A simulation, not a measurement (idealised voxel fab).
process module | voxel self aligned vias
cross-section cut | 275 nm wide | cells 5 nm
A cross-section is a grid of square cells, given in bands from the top down. A band is one or more rows of cells.
Each band's line starts with the height of the band's top and of its bottom, in nm. Then come its materials from left to right, each with its width in nm. One material with "throughout" fills the band from edge to edge. "air" is empty space.
Height 0 is the level under which the wafer as received is all one material. The lowest band goes on downwards, as in "0 down".
A width such as "30 to 40" changes by the same amount from each row of cells to the next, from the band's top row to its bottom row.
"no change" after a step means that no cell of the cross-section changed.
closed voids: empty space of 8 cells or more with no open way to the top, each as width x height at its distance from the left edge, in nm
after a step's settings: what the simulator itself notes on the step
overlay nm, on a step with a mask: how far to the right of its planned place the mask lay; to the left if negative
plan
1 op RECEIVE | material Si
2 op CONFORMAL_DEP | material SiO2 | thk nm 15
3 op CONFORMAL_DEP | material SiCN | thk nm 5
4 op DIRECTIONAL_DEP | material SiO2 | thk nm 25
5 op PATTERN | tone open | mask id LINES | material resist | width nm 25 | pitch nm 75 | thk nm 15 | overlay nm 0
6 op DIRECTIONAL_ETCH | etch materials SiO2 | depth nm 25
7 op STRIP | etch materials resist
8 op CONFORMAL_DEP | material TiN | thk nm 5
9 op FILL_DEP | material Ru | thk nm 10
10 op CMP | height nm 45
11 op SELECTIVE_ETCH | etch materials W Ru TiN | depth nm 10
12 op FILL_DEP | material SiN | thk nm 5
13 op CMP | height nm 45
14 op DIRECTIONAL_DEP | material SiO2 | thk nm 15
15 op PATTERN | tone open | mask id VIAS | material resist | width nm 45 | pitch nm 150 | thk nm 20 | overlay nm 0
16 op DIRECTIONAL_ETCH | etch materials SiO2 | depth nm 15
17 op DIRECTIONAL_ETCH | etch materials SiN | depth nm 10
18 op STRIP | etch materials resist
19 op CONFORMAL_DEP | material TiN | thk nm 5
20 op FILL_DEP | material W | thk nm 5
21 op CMP | height nm 60
22 op CONFORMAL_DEP | material SiN | thk nm 5
first wafer, as planned
as received, after step 1
  0 down: Si throughout
  closed voids: none
after step 2
  15 to 0: SiO2 throughout
  below 0: unchanged
after step 3
  20 to 15: SiCN throughout
  below 15: unchanged
after step 4
  45 to 20: SiO2 throughout
  below 20: unchanged
after step 5
  60 to 45: resist 50 | air 25 | resist 50 | air 25 | resist 50 | air 25 | resist 50
  below 45: unchanged
after step 6
  60 to 45: resist 50 | air 25 | resist 50 | air 25 | resist 50 | air 25 | resist 50
  45 to 20: SiO2 50 | air 25 | SiO2 50 | air 25 | SiO2 50 | air 25 | SiO2 50
  below 20: unchanged
after step 7
  45 to 20: SiO2 50 | air 25 | SiO2 50 | air 25 | SiO2 50 | air 25 | SiO2 50
  below 20: unchanged
after step 8
  50 to 45: TiN 55 | air 15 | TiN 60 | air 15 | TiN 60 | air 15 | TiN 55
  45 to 25: SiO2 50 | TiN 5 | air 15 | TiN 5 | SiO2 50 | TiN 5 | air 15 | TiN 5 | SiO2 50 | TiN 5 | air 15 | TiN 5 | SiO2 50
  25 to 20: SiO2 50 | TiN 25 | SiO2 50 | TiN 25 | SiO2 50 | TiN 25 | SiO2 50
  below 20: unchanged
after step 9
  60 to 50: Ru throughout
  50 to 45: TiN 55 | Ru 15 | TiN 60 | Ru 15 | TiN 60 | Ru 15 | TiN 55
  45 to 25: SiO2 50 | TiN 5 | Ru 15 | TiN 5 | SiO2 50 | TiN 5 | Ru 15 | TiN 5 | SiO2 50 | TiN 5 | Ru 15 | TiN 5 | SiO2 50
  below 25: unchanged
after step 10
  45 to 25: SiO2 50 | TiN 5 | Ru 15 | TiN 5 | SiO2 50 | TiN 5 | Ru 15 | TiN 5 | SiO2 50 | TiN 5 | Ru 15 | TiN 5 | SiO2 50
  below 25: unchanged
after step 11
  45 to 35: SiO2 50 | air 25 | SiO2 50 | air 25 | SiO2 50 | air 25 | SiO2 50
  below 35: unchanged
after step 12
  50 to 45: SiN throughout
  45 to 35: SiO2 50 | SiN 25 | SiO2 50 | SiN 25 | SiO2 50 | SiN 25 | SiO2 50
  below 35: unchanged
after step 13
  45 to 35: SiO2 50 | SiN 25 | SiO2 50 | SiN 25 | SiO2 50 | SiN 25 | SiO2 50
  below 35: unchanged
after step 14
  60 to 45: SiO2 throughout
  below 45: unchanged
after step 15
  80 to 60: resist 40 | air 45 | resist 105 | air 45 | resist 40
  below 60: unchanged
after step 16
  80 to 60: resist 40 | air 45 | resist 105 | air 45 | resist 40
  60 to 45: SiO2 40 | air 45 | SiO2 105 | air 45 | SiO2 40
  below 45: unchanged
after step 17
  80 to 60: resist 40 | air 45 | resist 105 | air 45 | resist 40
  60 to 45: SiO2 40 | air 45 | SiO2 105 | air 45 | SiO2 40
  45 to 35: SiO2 50 | air 25 | SiO2 50 | SiN 25 | SiO2 50 | air 25 | SiO2 50
  below 35: unchanged
after step 18
  60 to 45: SiO2 40 | air 45 | SiO2 105 | air 45 | SiO2 40
  below 45: unchanged
after step 19
  65 to 60: TiN 45 | air 35 | TiN 115 | air 35 | TiN 45
  60 to 50: SiO2 40 | TiN 5 | air 35 | TiN 5 | SiO2 105 | TiN 5 | air 35 | TiN 5 | SiO2 40
  50 to 45: SiO2 40 | TiN 15 | air 15 | TiN 15 | SiO2 105 | TiN 15 | air 15 | TiN 15 | SiO2 40
  45 to 40: SiO2 50 | TiN 5 | air 15 | TiN 5 | SiO2 50 | SiN 25 | SiO2 50 | TiN 5 | air 15 | TiN 5 | SiO2 50
  40 to 35: SiO2 50 | TiN 25 | SiO2 50 | SiN 25 | SiO2 50 | TiN 25 | SiO2 50
  below 35: unchanged
after step 20
  70 to 65: W throughout
  65 to 60: TiN 45 | W 35 | TiN 115 | W 35 | TiN 45
  60 to 50: SiO2 40 | TiN 5 | W 35 | TiN 5 | SiO2 105 | TiN 5 | W 35 | TiN 5 | SiO2 40
  50 to 45: SiO2 40 | TiN 15 | W 15 | TiN 15 | SiO2 105 | TiN 15 | W 15 | TiN 15 | SiO2 40
  45 to 40: SiO2 50 | TiN 5 | W 15 | TiN 5 | SiO2 50 | SiN 25 | SiO2 50 | TiN 5 | W 15 | TiN 5 | SiO2 50
  below 40: unchanged
after step 21
  60 to 50: SiO2 40 | TiN 5 | W 35 | TiN 5 | SiO2 105 | TiN 5 | W 35 | TiN 5 | SiO2 40
  below 50: unchanged
after step 22
  65 to 60: SiN throughout
  below 60: unchanged
second wafer: like start, like plan, one mistake. Through step 14 it matches the first wafer
when step 15 should have ended
  80 to 60: resist 40 | air 50 | resist 100 | air 50 | resist 35
  below 60: unchanged
when step 16 should have ended
  80 to 60: resist 40 | air 50 | resist 100 | air 50 | resist 35
  60 to 45: SiO2 40 | air 50 | SiO2 100 | air 50 | SiO2 35
  below 45: unchanged
when step 17 should have ended
  80 to 60: resist 40 | air 50 | resist 100 | air 50 | resist 35
  60 to 45: SiO2 40 | air 50 | SiO2 100 | air 50 | SiO2 35
  45 to 35: SiO2 50 | air 25 | SiO2 50 | SiN 25 | SiO2 50 | air 25 | SiO2 50
  below 35: unchanged
when step 18 should have ended
  60 to 45: SiO2 40 | air 50 | SiO2 100 | air 50 | SiO2 35
  below 45: unchanged
when step 19 should have ended
  65 to 60: TiN 45 | air 40 | TiN 110 | air 40 | TiN 40
  60 to 50: SiO2 40 | TiN 5 | air 40 | TiN 5 | SiO2 100 | TiN 5 | air 40 | TiN 5 | SiO2 35
  50 to 45: SiO2 40 | TiN 15 | air 15 | TiN 20 | SiO2 100 | TiN 15 | air 15 | TiN 20 | SiO2 35
  45 to 40: SiO2 50 | TiN 5 | air 15 | TiN 5 | SiO2 50 | SiN 25 | SiO2 50 | TiN 5 | air 15 | TiN 5 | SiO2 50
  40 to 35: SiO2 50 | TiN 25 | SiO2 50 | SiN 25 | SiO2 50 | TiN 25 | SiO2 50
  below 35: unchanged
when step 20 should have ended
  70 to 65: W throughout
  65 to 60: TiN 45 | W 40 | TiN 110 | W 40 | TiN 40
  60 to 50: SiO2 40 | TiN 5 | W 40 | TiN 5 | SiO2 100 | TiN 5 | W 40 | TiN 5 | SiO2 35
  50 to 45: SiO2 40 | TiN 15 | W 15 | TiN 20 | SiO2 100 | TiN 15 | W 15 | TiN 20 | SiO2 35
  45 to 40: SiO2 50 | TiN 5 | W 15 | TiN 5 | SiO2 50 | SiN 25 | SiO2 50 | TiN 5 | W 15 | TiN 5 | SiO2 50
  below 40: unchanged
when step 21 should have ended
  60 to 50: SiO2 40 | TiN 5 | W 40 | TiN 5 | SiO2 100 | TiN 5 | W 40 | TiN 5 | SiO2 35
  below 50: unchanged
when step 22 should have ended
  65 to 60: SiN throughout
  below 60: unchanged
what went wrong: step 15 ran as: op PATTERN | tone open | mask id VIAS | material resist | width nm 50 | pitch nm 150 | thk nm 20 | overlay nm 0
at the end the second wafer has, in cells: 6 fewer of SiO2 | 2 more of TiN | 4 more of W
